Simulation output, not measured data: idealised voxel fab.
process module | voxel gate over fins
cross-section cut | 200 nm wide | cells 5 nm
A cross-section is a grid of square cells, given in bands from the top down. A band is one or more rows of cells.
Each band's line starts with the height of the band's top and of its bottom, in nm. Then come its materials from left to right, each with its width in nm. One material with "throughout" fills the band from edge to edge. "air" is empty space.
Height 0 is the level under which the wafer as received is all one material. The lowest band goes on downwards, as in "0 down".
A width such as "30 to 40" changes by the same amount from each row of cells to the next, from the band's top row to its bottom row.
"no change" after a step means that no cell of the cross-section changed.
closed voids: empty space of 8 cells or more with no open way to the top, each as width x height at its distance from the left edge, in nm
after a step's settings: what the simulator itself notes on the step
overlay nm, on a step with a mask: how far to the right of its planned place the mask lay; to the left if negative
plan
1 op RECEIVE | material Si
2 op CONFORMAL_DEP | material SiN | thk nm 10
3 op PATTERN | tone cover | mask id FINS | material resist | width nm 15 | pitch nm 35 | thk nm 15 | overlay nm 0
4 op DIRECTIONAL_ETCH | etch materials SiN | depth nm 10
5 op DIRECTIONAL_ETCH | etch materials Si | depth nm 40
6 op STRIP | etch materials resist
7 op OXIDIZE | depth nm 5
8 op FILL_DEP | material SiO2 | thk nm 5
9 op CMP | height nm 10
10 op SELECTIVE_ETCH | etch materials SiO2 | depth nm 20
11 op STRIP | etch materials SiN
12 op CONFORMAL_DEP | material HfO2 | thk nm 5
13 op CONFORMAL_DEP | material TiN | thk nm 5
14 op FILL_DEP | material W | thk nm 15
15 op CMP | height nm 20
16 op CONFORMAL_DEP | material SiCN | thk nm 10
as received, after step 1
  0 down: Si throughout
  closed voids: none
first wafer at the end, as planned
  30 to 20: SiCN throughout
  20 to 10: W throughout
  10 to 5: W 70 | TiN 25 | W 10 | TiN 25 | W 70
  5 to 0: W 70 | TiN 5 | HfO2 15 | TiN 5 | W 10 | TiN 5 | HfO2 15 | TiN 5 | W 70
  0 to -5: TiN 75 | HfO2 5 | Si 5 | HfO2 5 | TiN 20 | HfO2 5 | Si 5 | HfO2 5 | TiN 75
  -5 to -10: HfO2 80 | Si 5 | HfO2 30 | Si 5 | HfO2 80
  -10 to -45: SiO2 80 | Si 5 | SiO2 30 | Si 5 | SiO2 80
  -45 down: Si throughout
  closed voids: none
second wafer at the end: like start, like plan, one mistake
  30 to 20: SiCN throughout
  20 to 10: W throughout
  10 to 5: W 70 | TiN 30 | W 5 | TiN 30 | W 65
  5 to 0: W 70 | TiN 5 | HfO2 20 | TiN 5 | W 5 | TiN 5 | HfO2 20 | TiN 5 | W 65
  0 to -5: TiN 75 | HfO2 5 | Si 10 | HfO2 5 | TiN 15 | HfO2 5 | Si 10 | HfO2 5 | TiN 70
  -5 to -10: HfO2 80 | Si 10 | HfO2 25 | Si 10 | HfO2 75
  -10 to -45: SiO2 80 | Si 10 | SiO2 25 | Si 10 | SiO2 75
  -45 down: Si throughout
  closed voids: none
what went wrong: step 3 ran as: op PATTERN | tone cover | mask id FINS | material resist | width nm 20 | pitch nm 35 | thk nm 15 | overlay nm 0
at the end the second wafer has, in cells: 18 more of Si | 14 fewer of SiO2 | 4 fewer of W
